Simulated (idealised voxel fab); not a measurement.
This is a process module. Its name is voxel spacer lines.
Square cell edge 5 nm, section width 220 nm, ID cut.
Just so we're on the same page, the cross-sections are grids of square cells, and they're listed out in bands top to bottom, each band one or more rows deep. This entry defines a band. It first specifies the height of the band's top and the height of its bottom in nm, and then specifies the band's materials from left to right, stating each material with its width in nm. The word "all across" identifies a single material that fills the band from edge to edge, while the word "empty" identifies empty space. Basically, 0 is our baseline, since under it the wafer straight out of the box is all one material. The bottom band has no lower end and keeps on going down, so it looks like "from 0 down". A width given as "30 to 40" starts at the first number in the band's top row and ends at the second number in its bottom row, shifting by an equal amount at every step from row to row. "no change", as given for a step, is the statement that not any cell of the cross-section underwent a change during that step. Each empty space that has no open way to the top and spans at least 8 cells appears under "Sealed-off cavities" as width x height at distance, the distance counted from the left edge, all in nm. Where a step's line continues beyond its settings, the continuation is a remark by the simulator itself on that step. If you see "overlay nm" on a step's line and that step has a mask, it's telling you how far right of where it was planned the mask ended up; a negative number means it went left instead.
# Set out below are the planned steps of the process
1,RECEIVE with material Si
2,CONFORMAL_DEP with material Al2O3, thk nm 5
3,DIRECTIONAL_DEP with material TiN, thk nm 20
4,DIRECTIONAL_DEP with material polySi, thk nm 20
5,PATTERN with tone cover, mask id MANDREL, material resist, width nm 15, pitch nm 60, thk nm 25, overlay nm 0
6,DIRECTIONAL_ETCH with etch materials polySi, depth nm 20
7,STRIP with etch materials resist
8,CONFORMAL_DEP with material SiN, thk nm 15
9,DIRECTIONAL_ETCH with etch materials SiN, depth nm 15
10,STRIP with etch materials polySi
11,DIRECTIONAL_ETCH with etch materials TiN, depth nm 20
12,STRIP with etch materials SiN
# The first wafer of two, processed as planned
# Incoming wafer in cross-section (state: after step 1)
  from 0 down | Si all across
  Sealed-off cavities: none
# Cross-section of the wafer subsequent to step 2
  from 5 to 0 | Al2O3 all across
  Anything lower than 0 is untouched.
# Cross-section of the wafer subsequent to step 3
  from 25 to 5 | TiN all across
  Anything lower than 5 is untouched.
# Cross-section of the wafer subsequent to step 4
  from 45 to 25 | polySi all across
  Anything lower than 25 is untouched.
# Cross-section of the wafer subsequent to step 5
  from 70 to 45 | empty=70, resist=15, empty=45, resist=15, empty=75
  Anything lower than 45 is untouched.
# Cross-section of the wafer subsequent to step 6
  from 70 to 45 | empty=70, resist=15, empty=45, resist=15, empty=75
  from 45 to 25 | empty=70, polySi=15, empty=45, polySi=15, empty=75
  Anything lower than 25 is untouched.
# Cross-section of the wafer subsequent to step 7
  from 45 to 25 | empty=70, polySi=15, empty=45, polySi=15, empty=75
  Anything lower than 25 is untouched.
# Cross-section of the wafer subsequent to step 8
  from 60 to 45 | empty=55, SiN=45, empty=15, SiN=45, empty=60
  from 45 to 40 | empty=55, SiN=15, polySi=15, SiN=15, empty=15, SiN=15, polySi=15, SiN=15, empty=60
  from 40 to 25 | SiN=70, polySi=15, SiN=45, polySi=15, SiN=75
  Anything lower than 25 is untouched.
# Cross-section of the wafer subsequent to step 9
  from 45 to 25 | empty=55, SiN=15, polySi=15, SiN=15, empty=15, SiN=15, polySi=15, SiN=15, empty=60
  Anything lower than 25 is untouched.
# Cross-section of the wafer subsequent to step 10
  from 45 to 25 | empty=55, SiN=15, empty=15, SiN=15, empty=15, SiN=15, empty=15, SiN=15, empty=60
  Anything lower than 25 is untouched.
# Cross-section of the wafer subsequent to step 11
  from 45 to 25 | empty=55, SiN=15, empty=15, SiN=15, empty=15, SiN=15, empty=15, SiN=15, empty=60
  from 25 to 5 | empty=55, TiN=15, empty=15, TiN=15, empty=15, TiN=15, empty=15, TiN=15, empty=60
  Anything lower than 5 is untouched.
# Cross-section of the wafer subsequent to step 12
  from 25 to 5 | empty=55, TiN=15, empty=15, TiN=15, empty=15, TiN=15, empty=15, TiN=15, empty=60
  Anything lower than 5 is untouched.
# Second wafer, same starting state and plan as the first, one mistake in the run, identical through step 7
# Cross-section of the second wafer when, according to plan, step 8 should have finished
  from 55 to 45 | empty=60, SiN=35, empty=25, SiN=35, empty=65
  from 45 to 35 | empty=60, SiN=10, polySi=15, SiN=10, empty=25, SiN=10, polySi=15, SiN=10, empty=65
  from 35 to 25 | SiN=70, polySi=15, SiN=45, polySi=15, SiN=75
  Anything lower than 25 is untouched.
# Cross-section of the second wafer when, according to plan, step 9 should have finished
  from 45 to 40 | empty=70, polySi=15, empty=45, polySi=15, empty=75
  from 40 to 25 | empty=60, SiN=10, polySi=15, SiN=10, empty=25, SiN=10, polySi=15, SiN=10, empty=65
  Anything lower than 25 is untouched.
# Cross-section of the second wafer when, according to plan, step 10 should have finished
  from 40 to 25 | empty=60, SiN=10, empty=15, SiN=10, empty=25, SiN=10, empty=15, SiN=10, empty=65
  Anything lower than 25 is untouched.
# Cross-section of the second wafer when, according to plan, step 11 should have finished
  from 40 to 25 | empty=60, SiN=10, empty=15, SiN=10, empty=25, SiN=10, empty=15, SiN=10, empty=65
  from 25 to 5 | empty=60, TiN=10, empty=15, TiN=10, empty=25, TiN=10, empty=15, TiN=10, empty=65
  Anything lower than 5 is untouched.
# Cross-section of the second wafer when, according to plan, step 12 should have finished
  from 25 to 5 | empty=60, TiN=10, empty=15, TiN=10, empty=25, TiN=10, empty=15, TiN=10, empty=65
  Anything lower than 5 is untouched.
The mistake made against the process plan was this: not per plan at step 8, really ran CONFORMAL_DEP with material SiN, thk nm 10
Final wafer comparison in cells, second versus first, more or fewer per material: -16 TiN
